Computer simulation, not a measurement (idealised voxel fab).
Presented below is a process module, voxel transistor to metal.
Cross-section cut: width 150 nm, square cells of 5 nm.
For the purposes of this document, a cross-section shall be understood as a grid of square cells, specified as bands listed in top-to-bottom order, each band consisting of one or more rows of cells.
This entry defines a band. It first specifies the height of the band's top and the height of its bottom in nm, and then specifies the band's materials from left to right, stating each material with its width in nm. The word "throughout" identifies a single material that fills the band from edge to edge, while the word "air" identifies empty space.
Height 0 is the level under which the wafer as received is all one material. The lowest band goes on downwards, as in "0..down".
Quick explanation for "30->40": the width changes in equal steps down the rows of cells, from the first number in the band's top row to the second number in its bottom row.
Where a step carries "no modification", the cross-section came out of it unchanged, cell for cell.
Basically, "Fully sealed cavities" tells you about the enclosed voids: empty spaces with no open way to the top, 8 cells or bigger, each written width x height at distance, where distance is from the left edge, all in nm.
Formally, on a step line, whatever follows the settings is a remark that the simulator itself makes on the step.
If you see "overlay nm" on a step's line and that step has a mask, it's telling you how far right of where it was planned the mask ended up; a negative number means it went left instead.
Steps in the process plan:
1. RECEIVE [material Si]
2. CONFORMAL_DEP [material SiO2] [thk nm 5]
3. CONFORMAL_DEP [material SiN] [thk nm 10]
4. PATTERN [tone cover] [mask id ACTIVE] [material resist] [width nm 95] [thk nm 15] [overlay nm 0]
5. DIRECTIONAL_ETCH [etch materials SiN] [depth nm 10]
6. DIRECTIONAL_ETCH [etch materials SiO2] [depth nm 5]
7. DIRECTIONAL_ETCH [etch materials Si] [depth nm 25]
8. STRIP [etch materials resist]
9. OXIDIZE [depth nm 5]
10. FILL_DEP [material SiO2] [thk nm 10]
11. CMP [height nm 15]
12. SELECTIVE_ETCH [etch materials SiO2] [depth nm 5]
13. STRIP [etch materials SiN]
14. SELECTIVE_ETCH [etch materials SiO2] [depth nm 5]
15. OXIDIZE [depth nm 5]
16. DIRECTIONAL_DEP [material polySi] [thk nm 30]
17. DIRECTIONAL_DEP [material SiCN] [thk nm 10]
18. MASKED_ETCH [tone cover] [mask id GATE] [width nm 15] [etch materials SiCN] [depth nm 20] [overlay nm 0]
19. MASKED_ETCH [tone cover] [mask id GATE] [width nm 15] [etch materials polySi] [depth nm 40] [overlay nm 0]
20. CONFORMAL_DEP [material SiN] [thk nm 10]
21. DIRECTIONAL_ETCH [etch materials SiN] [depth nm 10]
22. DIRECTIONAL_ETCH [etch materials SiO2] [depth nm 5]
23. DIRECTIONAL_ETCH [etch materials Si] [depth nm 10]
24. EPI [material pSi] [thk nm 10]
25. FILL_DEP [material SiO2] [thk nm 5]
26. CMP [height nm 40]
27. DIRECTIONAL_DEP [material SiO2] [thk nm 15]
28. MASKED_ETCH [tone open] [mask id CONTACT] [width nm 20] [pitch nm 65] [etch materials SiO2] [depth nm 60] [overlay nm 0]
29. CONFORMAL_DEP [material TiN] [thk nm 5]
30. FILL_DEP [material Ru] [thk nm 5]
31. CMP [height nm 55]
32. CONFORMAL_DEP [material SiCN] [thk nm 5]
33. DIRECTIONAL_DEP [material SiO2] [thk nm 20]
34. PATTERN [tone open] [mask id METAL_1] [material resist] [width nm 20] [pitch nm 65] [thk nm 15] [overlay nm 0]
35. DIRECTIONAL_ETCH [etch materials SiO2] [depth nm 20]
36. DIRECTIONAL_ETCH [etch materials SiCN] [depth nm 5]
37. STRIP [etch materials resist]
38. CONFORMAL_DEP [material TiN] [thk nm 5]
39. FILL_DEP [material Cu] [thk nm 5]
40. CMP [height nm 80]
41. CONFORMAL_DEP [material SiN] [thk nm 5]
The first of the two wafers, which ran as planned:
Incoming wafer in cross-section (state: after step 1):
* 0..down: Si throughout
* Fully sealed cavities: none
The wafer in cross-section once step 2 is complete:
* 5..0: SiO2 throughout
* No changes below 0.
The wafer in cross-section once step 3 is complete:
* 15..5: SiN throughout
* No changes below 5.
The wafer in cross-section once step 4 is complete:
* 30..15: air (25)  resist (95)  air (30)
* No changes below 15.
The wafer in cross-section once step 5 is complete:
* 30..15: air (25)  resist (95)  air (30)
* 15..5: air (25)  SiN (95)  air (30)
* No changes below 5.
The wafer in cross-section once step 6 is complete:
* 30..15: air (25)  resist (95)  air (30)
* 15..5: air (25)  SiN (95)  air (30)
* 5..0: air (25)  SiO2 (95)  air (30)
* No changes below 0.
The wafer in cross-section once step 7 is complete:
* 30..15: air (25)  resist (95)  air (30)
* 15..5: air (25)  SiN (95)  air (30)
* 5..0: air (25)  SiO2 (95)  air (30)
* 0..-25: air (25)  Si (95)  air (30)
* No changes below -25.
The wafer in cross-section once step 8 is complete:
* 15..5: air (25)  SiN (95)  air (30)
* No changes below 5.
The wafer in cross-section once step 9 is complete:
* 15..5: air (25)  SiN (95)  air (30)
* 5..0: air (25)  SiO2 (95)  air (30)
* 0..-25: air (25)  SiO2 (5)  Si (85)  SiO2 (5)  air (30)
* -25..-30: SiO2 (30)  Si (85)  SiO2 (35)
* No changes below -30.
The wafer in cross-section once step 10 is complete:
* 25..15: SiO2 throughout
* 15..5: SiO2 (25)  SiN (95)  SiO2 (30)
* 5..0: SiO2 throughout
* 0..-30: SiO2 (30)  Si (85)  SiO2 (35)
* No changes below -30.
The wafer in cross-section once step 11 is complete:
* 15..5: SiO2 (25)  SiN (95)  SiO2 (30)
* No changes below 5.
The wafer in cross-section once step 12 is complete:
* 15..10: air (25)  SiN (95)  air (30)
* No changes below 10.
The wafer in cross-section once step 13 is complete:
* 10..5: SiO2 (25)  air (95)  SiO2 (30)
* No changes below 5.
The wafer in cross-section once step 14 is complete:
* 5..0: SiO2 (20)  air (105)  SiO2 (25)
* No changes below 0.
The wafer in cross-section once step 15 is complete:
* 5..0: SiO2 (20)  air (105)  SiO2 (25)
* 0..-5: SiO2 throughout
* No changes below -5.
The wafer in cross-section once step 16 is complete:
* 35..30: polySi (20)  air (105)  polySi (25)
* 30..5: polySi throughout
* 5..0: SiO2 (20)  polySi (105)  SiO2 (25)
* No changes below 0.
The wafer in cross-section once step 17 is complete:
* 45..40: SiCN (20)  air (105)  SiCN (25)
* 40..35: SiCN throughout
* 35..30: polySi (20)  SiCN (105)  polySi (25)
* No changes below 30.
The wafer in cross-section once step 18 is complete:
* 40..35: air (65)  SiCN (15)  air (70)
* 35..30: polySi (20)  air (45)  SiCN (15)  air (45)  polySi (25)
* No changes below 30.
The wafer in cross-section once step 19 is complete:
* 40..30: air (65)  SiCN (15)  air (70)
* 30..5: air (65)  polySi (15)  air (70)
* 5..0: SiO2 (20)  air (45)  polySi (15)  air (45)  SiO2 (25)
* No changes below 0.
The wafer in cross-section once step 20 is complete:
* 50..40: air (55)  SiN (35)  air (60)
* 40..30: air (55)  SiN (10)  SiCN (15)  SiN (10)  air (60)
* 30..15: air (55)  SiN (10)  polySi (15)  SiN (10)  air (60)
* 15..10: SiN (30)  air (25)  SiN (10)  polySi (15)  SiN (10)  air (25)  SiN (35)
* 10..5: SiN (65)  polySi (15)  SiN (70)
* 5..0: SiO2 (20)  SiN (45)  polySi (15)  SiN (45)  SiO2 (25)
* No changes below 0.
The wafer in cross-section once step 21 is complete:
* 40..30: air (55)  SiN (10)  SiCN (15)  SiN (10)  air (60)
* 30..5: air (55)  SiN (10)  polySi (15)  SiN (10)  air (60)
* 5..0: SiO2 (20)  SiN (10)  air (25)  SiN (10)  polySi (15)  SiN (10)  air (25)  SiN (10)  SiO2 (25)
* No changes below 0.
The wafer in cross-section once step 22 is complete:
* 40..30: air (55)  SiN (10)  SiCN (15)  SiN (10)  air (60)
* 30..5: air (55)  SiN (10)  polySi (15)  SiN (10)  air (60)
* 5..0: air (20)  SiN (10)  air (25)  SiN (10)  polySi (15)  SiN (10)  air (25)  SiN (10)  air (25)
* 0..-5: SiO2 (30)  air (25)  SiO2 (35)  air (25)  SiO2 (35)
* No changes below -5.
The wafer in cross-section once step 23 is complete:
* 40..30: air (55)  SiN (10)  SiCN (15)  SiN (10)  air (60)
* 30..5: air (55)  SiN (10)  polySi (15)  SiN (10)  air (60)
* 5..0: air (20)  SiN (10)  air (25)  SiN (10)  polySi (15)  SiN (10)  air (25)  SiN (10)  air (25)
* 0..-5: SiO2 (30)  air (25)  SiO2 (35)  air (25)  SiO2 (35)
* -5..-15: SiO2 (30)  air (25)  Si (35)  air (25)  SiO2 (35)
* No changes below -15.
The wafer in cross-section once step 24 is complete:
* 40..30: air (55)  SiN (10)  SiCN (15)  SiN (10)  air (60)
* 30..5: air (55)  SiN (10)  polySi (15)  SiN (10)  air (60)
* 5..0: air (20)  SiN (10)  air (15)  pSi (10)  SiN (10)  polySi (15)  SiN (10)  pSi (10)  air (15)  SiN (10)  air (25)
* 0..-5: SiO2 (30)  air (15)  pSi (10)  SiO2 (35)  pSi (10)  air (15)  SiO2 (35)
* -5..-15: SiO2 (30)  pSi (25)  Si (35)  pSi (25)  SiO2 (35)
* No changes below -15.
The wafer in cross-section once step 25 is complete:
* 45..40: SiO2 throughout
* 40..30: SiO2 (55)  SiN (10)  SiCN (15)  SiN (10)  SiO2 (60)
* 30..5: SiO2 (55)  SiN (10)  polySi (15)  SiN (10)  SiO2 (60)
* 5..0: SiO2 (20)  SiN (10)  SiO2 (15)  pSi (10)  SiN (10)  polySi (15)  SiN (10)  pSi (10)  SiO2 (15)  SiN (10)  SiO2 (25)
* 0..-5: SiO2 (45)  pSi (10)  SiO2 (35)  pSi (10)  SiO2 (50)
* No changes below -5.
The wafer in cross-section once step 26 is complete:
* 40..30: SiO2 (55)  SiN (10)  SiCN (15)  SiN (10)  SiO2 (60)
* No changes below 30.
The wafer in cross-section once step 27 is complete:
* 55..40: SiO2 throughout
* No changes below 40.
The wafer in cross-section once step 28 is complete:
* 55..40: SiO2 (30)  air (20)  SiO2 (45)  air (20)  SiO2 (35)
* 40..30: SiO2 (30)  air (20)  SiO2 (5)  SiN (10)  SiCN (15)  SiN (10)  SiO2 (5)  air (20)  SiO2 (35)
* 30..5: SiO2 (30)  air (20)  SiO2 (5)  SiN (10)  polySi (15)  SiN (10)  SiO2 (5)  air (20)  SiO2 (35)
* 5..0: SiO2 (20)  SiN (10)  air (15)  pSi (10)  SiN (10)  polySi (15)  SiN (10)  pSi (10)  air (15)  SiN (10)  SiO2 (25)
* 0..-5: SiO2 (30)  air (15)  pSi (10)  SiO2 (35)  pSi (10)  air (15)  SiO2 (35)
* No changes below -5.
The wafer in cross-section once step 29 is complete:
* 60..55: TiN (35)  air (10)  TiN (55)  air (10)  TiN (40)
* 55..40: SiO2 (30)  TiN (5)  air (10)  TiN (5)  SiO2 (45)  TiN (5)  air (10)  TiN (5)  SiO2 (35)
* 40..30: SiO2 (30)  TiN (5)  air (10)  TiN (5)  SiO2 (5)  SiN (10)  SiCN (15)  SiN (10)  SiO2 (5)  TiN (5)  air (10)  TiN (5)  SiO2 (35)
* 30..10: SiO2 (30)  TiN (5)  air (10)  TiN (5)  SiO2 (5)  SiN (10)  polySi (15)  SiN (10)  SiO2 (5)  TiN (5)  air (10)  TiN (5)  SiO2 (35)
* 10..5: SiO2 (30)  TiN (5)  air (5)  TiN (10)  SiO2 (5)  SiN (10)  polySi (15)  SiN (10)  SiO2 (5)  TiN (10)  air (5)  TiN (5)  SiO2 (35)
* 5..0: SiO2 (20)  SiN (10)  TiN (5)  air (5)  TiN (5)  pSi (10)  SiN (10)  polySi (15)  SiN (10)  pSi (10)  TiN (5)  air (5)  TiN (5)  SiN (10)  SiO2 (25)
* 0..-5: SiO2 (30)  TiN (15)  pSi (10)  SiO2 (35)  pSi (10)  TiN (15)  SiO2 (35)
* No changes below -5.
The wafer in cross-section once step 30 is complete:
* 65..60: Ru throughout
* 60..55: TiN (35)  Ru (10)  TiN (55)  Ru (10)  TiN (40)
* 55..40: SiO2 (30)  TiN (5)  Ru (10)  TiN (5)  SiO2 (45)  TiN (5)  Ru (10)  TiN (5)  SiO2 (35)
* 40..30: SiO2 (30)  TiN (5)  Ru (10)  TiN (5)  SiO2 (5)  SiN (10)  SiCN (15)  SiN (10)  SiO2 (5)  TiN (5)  Ru (10)  TiN (5)  SiO2 (35)
* 30..10: SiO2 (30)  TiN (5)  Ru (10)  TiN (5)  SiO2 (5)  SiN (10)  polySi (15)  SiN (10)  SiO2 (5)  TiN (5)  Ru (10)  TiN (5)  SiO2 (35)
* 10..5: SiO2 (30)  TiN (5)  Ru (5)  TiN (10)  SiO2 (5)  SiN (10)  polySi (15)  SiN (10)  SiO2 (5)  TiN (10)  Ru (5)  TiN (5)  SiO2 (35)
* 5..0: SiO2 (20)  SiN (10)  TiN (5)  Ru (5)  TiN (5)  pSi (10)  SiN (10)  polySi (15)  SiN (10)  pSi (10)  TiN (5)  Ru (5)  TiN (5)  SiN (10)  SiO2 (25)
* No changes below 0.
The wafer in cross-section once step 31 is complete:
* 55..40: SiO2 (30)  TiN (5)  Ru (10)  TiN (5)  SiO2 (45)  TiN (5)  Ru (10)  TiN (5)  SiO2 (35)
* No changes below 40.
The wafer in cross-section once step 32 is complete:
* 60..55: SiCN throughout
* No changes below 55.
The wafer in cross-section once step 33 is complete:
* 80..60: SiO2 throughout
* No changes below 60.
The wafer in cross-section once step 34 is complete:
* 95..80: resist (30)  air (20)  resist (45)  air (20)  resist (35)
* No changes below 80.
The wafer in cross-section once step 35 is complete:
* 95..80: resist (30)  air (20)  resist (45)  air (20)  resist (35)
* 80..60: SiO2 (30)  air (20)  SiO2 (45)  air (20)  SiO2 (35)
* No changes below 60.
The wafer in cross-section once step 36 is complete:
* 95..80: resist (30)  air (20)  resist (45)  air (20)  resist (35)
* 80..60: SiO2 (30)  air (20)  SiO2 (45)  air (20)  SiO2 (35)
* 60..55: SiCN (30)  air (20)  SiCN (45)  air (20)  SiCN (35)
* No changes below 55.
The wafer in cross-section once step 37 is complete:
* 80..60: SiO2 (30)  air (20)  SiO2 (45)  air (20)  SiO2 (35)
* No changes below 60.
The wafer in cross-section once step 38 is complete:
* 85..80: TiN (35)  air (10)  TiN (55)  air (10)  TiN (40)
* 80..60: SiO2 (30)  TiN (5)  air (10)  TiN (5)  SiO2 (45)  TiN (5)  air (10)  TiN (5)  SiO2 (35)
* 60..55: SiCN (30)  TiN (20)  SiCN (45)  TiN (20)  SiCN (35)
* No changes below 55.
The wafer in cross-section once step 39 is complete:
* 90..85: Cu throughout
* 85..80: TiN (35)  Cu (10)  TiN (55)  Cu (10)  TiN (40)
* 80..60: SiO2 (30)  TiN (5)  Cu (10)  TiN (5)  SiO2 (45)  TiN (5)  Cu (10)  TiN (5)  SiO2 (35)
* No changes below 60.
The wafer in cross-section once step 40 is complete:
* 80..60: SiO2 (30)  TiN (5)  Cu (10)  TiN (5)  SiO2 (45)  TiN (5)  Cu (10)  TiN (5)  SiO2 (35)
* No changes below 60.
The wafer in cross-section once step 41 is complete:
* 85..80: SiN throughout
* No changes below 80.
Regarding the second of the two wafers: it shared the first wafer's starting condition and process plan, yet one error occurred during its execution. Its history coincides with that of the first wafer up to and including step 31:
The second wafer cut through, at the time step 32 was supposed to be finished:
* 75..55: SiO2 throughout
* No changes below 55.
The second wafer cut through, at the time step 33 was supposed to be finished:
* 80..75: SiCN throughout
* No changes below 75.
The second wafer cut through, at the time step 34 was supposed to be finished:
* 95..80: resist (30)  air (20)  resist (45)  air (20)  resist (35)
* No changes below 80.
The second wafer cut through, at the time step 35 was supposed to be finished: no modification
The second wafer cut through, at the time step 36 was supposed to be finished:
* 95..80: resist (30)  air (20)  resist (45)  air (20)  resist (35)
* 80..75: SiCN (30)  air (20)  SiCN (45)  air (20)  SiCN (35)
* No changes below 75.
The second wafer cut through, at the time step 37 was supposed to be finished:
* 80..75: SiCN (30)  air (20)  SiCN (45)  air (20)  SiCN (35)
* No changes below 75.
The second wafer cut through, at the time step 38 was supposed to be finished:
* 85..80: TiN (35)  air (10)  TiN (55)  air (10)  TiN (40)
* 80..75: SiCN (30)  TiN (20)  SiCN (45)  TiN (20)  SiCN (35)
* No changes below 75.
The second wafer cut through, at the time step 39 was supposed to be finished:
* 90..85: Cu throughout
* 85..80: TiN (35)  Cu (10)  TiN (55)  Cu (10)  TiN (40)
* No changes below 80.
The second wafer cut through, at the time step 40 was supposed to be finished:
* 80..75: SiCN (30)  TiN (20)  SiCN (45)  TiN (20)  SiCN (35)
* No changes below 75.
The second wafer cut through, at the time step 41 was supposed to be finished:
* 85..80: SiN throughout
* No changes below 80.
Heads up, the wafer didn't run the way we planned it: steps 32 and 33 were swapped
at the end the second wafer has, in cells: -16 Cu; +32 SiO2; -16 TiN
